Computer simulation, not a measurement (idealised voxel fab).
Title: Process Module voxel air gaps
Square cells of 5 nm make up the cross-section cut, whose width is 170 nm.
A cross-section is a grid of square cells, given in bands from the top down. A band is one or more rows of cells. Heights first: top, then bottom, in nm. Then materials, left to right, each with a width in nm. "everywhere" on a single material: fills the band edge to edge. "blank": empty space. Height 0 is the level under which the wafer as received is all one material. The lowest band goes on downwards, as in "0 and below". A width such as "30..40" changes by the same amount from each row of cells to the next, from the band's top row to its bottom row. "remained the same", as given for a step, is the statement that not any cell of the cross-section underwent a change during that step. Heads up: "Closed internal voids" only lists the empty pockets with no open path to the top that are 8 cells or more, and it writes them as width x height at distance, distance from the left edge, in nm. Whatever follows a step's settings on its line is a remark the simulator itself makes about that step. The optional step-line setting "overlay nm" applies to steps with a mask and quantifies how far to the right of its planned location the mask lay, a negative value indicating leftward placement.

## Process steps (planned)
1: op RECEIVE | material Si
2: op CONFORMAL_DEP | material SiO2 | thk nm 15
3: op CONFORMAL_DEP | material SiCN | thk nm 5
4: op DIRECTIONAL_DEP | material lowk | thk nm 35
5: op MASKED_ETCH | tone open | mask id LINES | width nm 20 | pitch nm 50 | etch materials lowk | depth nm 35 | overlay nm 0
6: op CONFORMAL_DEP | material TiN | thk nm 5
7: op FILL_DEP | material Ru | thk nm 5
8: op CMP | height nm 55
9: op EPI | material Ru | thk nm 10
10: op SELECTIVE_ETCH | etch materials lowk | depth nm 45
11: op CONFORMAL_DEP | material SiCN | thk nm 5

## Account of the first of two wafers, which was processed as intended

## The cross-section here shows the wafer as received, i.e. in its state after step 1
    0 and below  Si everywhere
    Closed internal voids: none

## After step 2: wafer cross-section
    15 down to 0  SiO2 everywhere
    Nothing below the height 0 has changed.

## After step 3: wafer cross-section
    20 down to 15  SiCN everywhere
    Nothing below the height 15 has changed.

## After step 4: wafer cross-section
    55 down to 20  lowk everywhere
    Nothing below the height 20 has changed.

## After step 5: wafer cross-section
    55 down to 20  lowk (25), then blank (20), then lowk (30), then blank (20), then lowk (30), then blank (20), then lowk (25)
    Nothing below the height 20 has changed.

## After step 6: wafer cross-section
    60 down to 55  TiN (30), then blank (10), then TiN (40), then blank (10), then TiN (40), then blank (10), then TiN (30)
    55 down to 25  lowk (25), then TiN (5), then blank (10), then TiN (5), then lowk (30), then TiN (5), then blank (10), then TiN (5), then lowk (30), then TiN (5), then blank (10), then TiN (5), then lowk (25)
    25 down to 20  lowk (25), then TiN (20), then lowk (30), then TiN (20), then lowk (30), then TiN (20), then lowk (25)
    Nothing below the height 20 has changed.

## After step 7: wafer cross-section
    65 down to 60  Ru everywhere
    60 down to 55  TiN (30), then Ru (10), then TiN (40), then Ru (10), then TiN (40), then Ru (10), then TiN (30)
    55 down to 25  lowk (25), then TiN (5), then Ru (10), then TiN (5), then lowk (30), then TiN (5), then Ru (10), then TiN (5), then lowk (30), then TiN (5), then Ru (10), then TiN (5), then lowk (25)
    Nothing below the height 25 has changed.

## After step 8: wafer cross-section
    55 down to 25  lowk (25), then TiN (5), then Ru (10), then TiN (5), then lowk (30), then TiN (5), then Ru (10), then TiN (5), then lowk (30), then TiN (5), then Ru (10), then TiN (5), then lowk (25)
    Nothing below the height 25 has changed.

## After step 9: wafer cross-section
    65 down to 55  blank (15), then Ru (40), then blank (10), then Ru (40), then blank (10), then Ru (40), then blank (15)
    Nothing below the height 55 has changed.

## After step 10: wafer cross-section
    65 down to 55  blank (15), then Ru (40), then blank (10), then Ru (40), then blank (10), then Ru (40), then blank (15)
    55 down to 25  blank (25), then TiN (5), then Ru (10), then TiN (5), then blank (30), then TiN (5), then Ru (10), then TiN (5), then blank (30), then TiN (5), then Ru (10), then TiN (5), then blank (25)
    25 down to 20  blank (25), then TiN (20), then blank (30), then TiN (20), then blank (30), then TiN (20), then blank (25)
    Nothing below the height 20 has changed.

## After step 11: wafer cross-section
    70 down to 65  blank (10), then SiCN (150), then blank (10)
    65 down to 55  blank (10), then SiCN (5), then Ru (40), then SiCN (10), then Ru (40), then SiCN (10), then Ru (40), then SiCN (5), then blank (10)
    55 down to 50  blank (10), then SiCN (15), then TiN (5), then Ru (10), then TiN (5), then SiCN (30), then TiN (5), then Ru (10), then TiN (5), then SiCN (30), then TiN (5), then Ru (10), then TiN (5), then SiCN (15), then blank (10)
    50 down to 25  blank (20), then SiCN (5), then TiN (5), then Ru (10), then TiN (5), then SiCN (5), then blank (20), then SiCN (5), then TiN (5), then Ru (10), then TiN (5), then SiCN (5), then blank (20), then SiCN (5), then TiN (5), then Ru (10), then TiN (5), then SiCN (5), then blank (20)
    25 down to 20  SiCN (25), then TiN (20), then SiCN (30), then TiN (20), then SiCN (30), then TiN (20), then SiCN (25)
    Nothing below the height 20 has changed.
    Closed internal voids: 20 x 25 at 50; 20 x 25 at 100

## Regarding the second of the two wafers: it shared the first wafer's starting condition and process plan, yet one error occurred during its execution. Its history coincides with that of the first wafer up to and including step 2

## X-section, second wafer, when step 3 was due to finish
    50 down to 15  lowk everywhere
    Nothing below the height 15 has changed.

## X-section, second wafer, when step 4 was due to finish
    55 down to 50  SiCN everywhere
    Nothing below the height 50 has changed.

X-section, second wafer, when step 5 was due to finish: remained the same

## X-section, second wafer, when step 6 was due to finish
    60 down to 55  TiN everywhere
    Nothing below the height 55 has changed.

## X-section, second wafer, when step 7 was due to finish
    65 down to 60  Ru everywhere
    Nothing below the height 60 has changed.

## X-section, second wafer, when step 8 was due to finish
    55 down to 50  SiCN everywhere
    Nothing below the height 50 has changed.

X-section, second wafer, when step 9 was due to finish: remained the same

X-section, second wafer, when step 10 was due to finish: remained the same

## X-section, second wafer, when step 11 was due to finish
    60 down to 50  SiCN everywhere
    Nothing below the height 50 has changed.
Diagnosis: a sequencing error occurred in which plan steps 3 and 4 were transposed
Materials where the second wafer ends with more or fewer cells than the first: -84 Ru; -78 SiCN; -48 TiN; +238 lowk
End state: 2 closed voids on the first wafer, 0 on the second.
